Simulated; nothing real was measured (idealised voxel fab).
Presented below is a process module, voxel self aligned contacts.
Square cells of 5 nm make up the cross-section cut, whose width is 195 nm.
In what follows, cross-sections appear as grids of square cells, described through bands that run from the top down, where every band is one or more rows of cells.
First you get the band's top height and its bottom height, in nm, and then the materials it's made of, left to right, with each width in nm. If you see a single material with "full width", that one covers the band edge to edge. "empty" is empty space.
We count height from 0. Below that, the starting wafer is all one material. The lowest band never ends at the bottom but goes on down; see "0 nm and below" for how that is written.
With a width like "30 to 40", each row of cells in the band differs from the next by the same amount, the top row carrying the first number and the bottom row the second.
Take "all unchanged" at face value: in the step it is given for, the cross-section changed in none of its cells.
Voids not open to the top, 8 cells minimum: see "Closed cavities". Written width x height at distance; distance is from the left edge; nm.
That trailing text on a step's line, after the settings, is the simulator's own remark on the step.
Each step line may optionally specify "overlay nm", which for a step with a mask gives the rightward distance between the mask's planned place and where it lay, a negative value indicating the leftward direction.

### The planned process steps are enumerated hereunder
1 RECEIVE | material Si
2 CONFORMAL_DEP | material SiO2 | thk nm 5
3 DIRECTIONAL_DEP | material polySi | thk nm 20
4 DIRECTIONAL_DEP | material SiN | thk nm 15
5 PATTERN | tone cover | mask id GATE | material resist | width nm 30 | pitch nm 65 | thk nm 15 | overlay nm 0
6 DIRECTIONAL_ETCH | etch materials SiN | depth nm 15
7 DIRECTIONAL_ETCH | etch materials polySi | depth nm 20
8 STRIP | etch materials resist
9 CONFORMAL_DEP | material SiN | thk nm 5
10 DIRECTIONAL_ETCH | etch materials SiN | depth nm 5
11 FILL_DEP | material SiO2 | thk nm 15
12 CMP | height nm 50
13 PATTERN | tone open | mask id CONTACT | material resist | width nm 45 | thk nm 20 | overlay nm 0
14 DIRECTIONAL_ETCH | etch materials SiO2 | depth nm 50
15 STRIP | etch materials resist
16 CONFORMAL_DEP | material TiN | thk nm 5
17 FILL_DEP | material Ru | thk nm 5
18 CMP | height nm 50
19 CONFORMAL_DEP | material SiCN | thk nm 5

### On the first of the two wafers: run conducted according to plan

### Delivered wafer in cross-section: state after step 1
	0 nm and below: Si full width
	Closed cavities: none

### Cross-section through the wafer, step 2 finished
	5 nm to 0 nm: SiO2 full width
	Everything under 0 stays put, no change at all.

### Cross-section through the wafer, step 3 finished
	25 nm to 5 nm: polySi full width
	Everything under 5 stays put, no change at all.

### Cross-section through the wafer, step 4 finished
	40 nm to 25 nm: SiN full width
	Everything under 25 stays put, no change at all.

### Cross-section through the wafer, step 5 finished
	55 nm to 40 nm: empty=50 / resist=30 / empty=35 / resist=30 / empty=50
	Everything under 40 stays put, no change at all.

### Cross-section through the wafer, step 6 finished
	55 nm to 40 nm: empty=50 / resist=30 / empty=35 / resist=30 / empty=50
	40 nm to 25 nm: empty=50 / SiN=30 / empty=35 / SiN=30 / empty=50
	Everything under 25 stays put, no change at all.

### Cross-section through the wafer, step 7 finished
	55 nm to 40 nm: empty=50 / resist=30 / empty=35 / resist=30 / empty=50
	40 nm to 25 nm: empty=50 / SiN=30 / empty=35 / SiN=30 / empty=50
	25 nm to 5 nm: empty=50 / polySi=30 / empty=35 / polySi=30 / empty=50
	Everything under 5 stays put, no change at all.

### Cross-section through the wafer, step 8 finished
	40 nm to 25 nm: empty=50 / SiN=30 / empty=35 / SiN=30 / empty=50
	Everything under 25 stays put, no change at all.

### Cross-section through the wafer, step 9 finished
	45 nm to 25 nm: empty=45 / SiN=40 / empty=25 / SiN=40 / empty=45
	25 nm to 10 nm: empty=45 / SiN=5 / polySi=30 / SiN=5 / empty=25 / SiN=5 / polySi=30 / SiN=5 / empty=45
	10 nm to 5 nm: SiN=50 / polySi=30 / SiN=35 / polySi=30 / SiN=50
	Everything under 5 stays put, no change at all.

### Cross-section through the wafer, step 10 finished
	40 nm to 25 nm: empty=45 / SiN=40 / empty=25 / SiN=40 / empty=45
	25 nm to 5 nm: empty=45 / SiN=5 / polySi=30 / SiN=5 / empty=25 / SiN=5 / polySi=30 / SiN=5 / empty=45
	Everything under 5 stays put, no change at all.

### Cross-section through the wafer, step 11 finished
	55 nm to 40 nm: SiO2 full width
	40 nm to 25 nm: SiO2=45 / SiN=40 / SiO2=25 / SiN=40 / SiO2=45
	25 nm to 5 nm: SiO2=45 / SiN=5 / polySi=30 / SiN=5 / SiO2=25 / SiN=5 / polySi=30 / SiN=5 / SiO2=45
	Everything under 5 stays put, no change at all.

### Cross-section through the wafer, step 12 finished
	50 nm to 40 nm: SiO2 full width
	Everything under 40 stays put, no change at all.

### Cross-section through the wafer, step 13 finished
	70 nm to 50 nm: resist=75 / empty=45 / resist=75
	Everything under 50 stays put, no change at all.

### Cross-section through the wafer, step 14 finished
	70 nm to 50 nm: resist=75 / empty=45 / resist=75
	50 nm to 40 nm: SiO2=75 / empty=45 / SiO2=75
	40 nm to 25 nm: SiO2=45 / SiN=40 / empty=25 / SiN=40 / SiO2=45
	25 nm to 5 nm: SiO2=45 / SiN=5 / polySi=30 / SiN=5 / empty=25 / SiN=5 / polySi=30 / SiN=5 / SiO2=45
	5 nm to 0 nm: SiO2=85 / empty=25 / SiO2=85
	Everything under 0 stays put, no change at all.

### Cross-section through the wafer, step 15 finished
	50 nm to 40 nm: SiO2=75 / empty=45 / SiO2=75
	Everything under 40 stays put, no change at all.

### Cross-section through the wafer, step 16 finished
	55 nm to 50 nm: TiN=80 / empty=35 / TiN=80
	50 nm to 40 nm: SiO2=75 / TiN=5 to 15 / empty=35 to 15 / TiN=5 to 15 / SiO2=75
	40 nm to 25 nm: SiO2=45 / SiN=40 / TiN=5 / empty=15 / TiN=5 / SiN=40 / SiO2=45
	25 nm to 5 nm: SiO2=45 / SiN=5 / polySi=30 / SiN=5 / TiN=5 / empty=15 / TiN=5 / SiN=5 / polySi=30 / SiN=5 / SiO2=45
	5 nm to 0 nm: SiO2=85 / TiN=25 / SiO2=85
	Everything under 0 stays put, no change at all.

### Cross-section through the wafer, step 17 finished
	60 nm to 55 nm: Ru full width
	55 nm to 50 nm: TiN=80 / Ru=35 / TiN=80
	50 nm to 40 nm: SiO2=75 / TiN=5 to 15 / Ru=35 to 15 / TiN=5 to 15 / SiO2=75
	40 nm to 25 nm: SiO2=45 / SiN=40 / TiN=5 / Ru=15 / TiN=5 / SiN=40 / SiO2=45
	25 nm to 5 nm: SiO2=45 / SiN=5 / polySi=30 / SiN=5 / TiN=5 / Ru=15 / TiN=5 / SiN=5 / polySi=30 / SiN=5 / SiO2=45
	Everything under 5 stays put, no change at all.

### Cross-section through the wafer, step 18 finished
	50 nm to 40 nm: SiO2=75 / TiN=5 to 15 / Ru=35 to 15 / TiN=5 to 15 / SiO2=75
	Everything under 40 stays put, no change at all.

### Cross-section through the wafer, step 19 finished
	55 nm to 50 nm: SiCN full width
	Everything under 50 stays put, no change at all.

### Second of two: same start, same plan, one run error; steps up to and including 8 match the first

### Look at the second wafer in cross-section at the time step 9 ought to have finished
	35 nm to 25 nm: empty=50 / SiN=30 / empty=35 / SiN=30 / empty=50
	Everything under 25 stays put, no change at all.

### Look at the second wafer in cross-section at the time step 10 ought to have finished
	40 nm to 25 nm: empty=45 / SiN=40 / empty=25 / SiN=40 / empty=45
	25 nm to 10 nm: empty=45 / SiN=5 / polySi=30 / SiN=5 / empty=25 / SiN=5 / polySi=30 / SiN=5 / empty=45
	10 nm to 5 nm: SiN=50 / polySi=30 / SiN=35 / polySi=30 / SiN=50
	Everything under 5 stays put, no change at all.

### Look at the second wafer in cross-section at the time step 11 ought to have finished
	55 nm to 40 nm: SiO2 full width
	40 nm to 25 nm: SiO2=45 / SiN=40 / SiO2=25 / SiN=40 / SiO2=45
	25 nm to 10 nm: SiO2=45 / SiN=5 / polySi=30 / SiN=5 / SiO2=25 / SiN=5 / polySi=30 / SiN=5 / SiO2=45
	Everything under 10 stays put, no change at all.

### Look at the second wafer in cross-section at the time step 12 ought to have finished
	50 nm to 40 nm: SiO2 full width
	Everything under 40 stays put, no change at all.

### Look at the second wafer in cross-section at the time step 13 ought to have finished
	70 nm to 50 nm: resist=75 / empty=45 / resist=75
	Everything under 50 stays put, no change at all.

### Look at the second wafer in cross-section at the time step 14 ought to have finished
	70 nm to 50 nm: resist=75 / empty=45 / resist=75
	50 nm to 40 nm: SiO2=75 / empty=45 / SiO2=75
	40 nm to 25 nm: SiO2=45 / SiN=40 / empty=25 / SiN=40 / SiO2=45
	25 nm to 10 nm: SiO2=45 / SiN=5 / polySi=30 / SiN=5 / empty=25 / SiN=5 / polySi=30 / SiN=5 / SiO2=45
	Everything under 10 stays put, no change at all.

### Look at the second wafer in cross-section at the time step 15 ought to have finished
	50 nm to 40 nm: SiO2=75 / empty=45 / SiO2=75
	Everything under 40 stays put, no change at all.

### Look at the second wafer in cross-section at the time step 16 ought to have finished
	55 nm to 50 nm: TiN=80 / empty=35 / TiN=80
	50 nm to 40 nm: SiO2=75 / TiN=5 to 15 / empty=35 to 15 / TiN=5 to 15 / SiO2=75
	40 nm to 25 nm: SiO2=45 / SiN=40 / TiN=5 / empty=15 / TiN=5 / SiN=40 / SiO2=45
	25 nm to 15 nm: SiO2=45 / SiN=5 / polySi=30 / SiN=5 / TiN=5 / empty=15 / TiN=5 / SiN=5 / polySi=30 / SiN=5 / SiO2=45
	15 nm to 10 nm: SiO2=45 / SiN=5 / polySi=30 / SiN=5 / TiN=25 / SiN=5 / polySi=30 / SiN=5 / SiO2=45
	Everything under 10 stays put, no change at all.

### Look at the second wafer in cross-section at the time step 17 ought to have finished
	60 nm to 55 nm: Ru full width
	55 nm to 50 nm: TiN=80 / Ru=35 / TiN=80
	50 nm to 40 nm: SiO2=75 / TiN=5 to 15 / Ru=35 to 15 / TiN=5 to 15 / SiO2=75
	40 nm to 25 nm: SiO2=45 / SiN=40 / TiN=5 / Ru=15 / TiN=5 / SiN=40 / SiO2=45
	25 nm to 15 nm: SiO2=45 / SiN=5 / polySi=30 / SiN=5 / TiN=5 / Ru=15 / TiN=5 / SiN=5 / polySi=30 / SiN=5 / SiO2=45
	Everything under 15 stays put, no change at all.

### Look at the second wafer in cross-section at the time step 18 ought to have finished
	50 nm to 40 nm: SiO2=75 / TiN=5 to 15 / Ru=35 to 15 / TiN=5 to 15 / SiO2=75
	Everything under 40 stays put, no change at all.

### Look at the second wafer in cross-section at the time step 19 ought to have finished
	55 nm to 50 nm: SiCN full width
	Everything under 50 stays put, no change at all.
It is concluded that the wafer was processed incorrectly with respect to the plan, in that plan vs actual: 9 and 10 interchanged
In the final state, the cell counts of the second wafer exceed or fall short of those of the first for the following materials: Ru -6; SiN +23; SiO2 -13; TiN -4
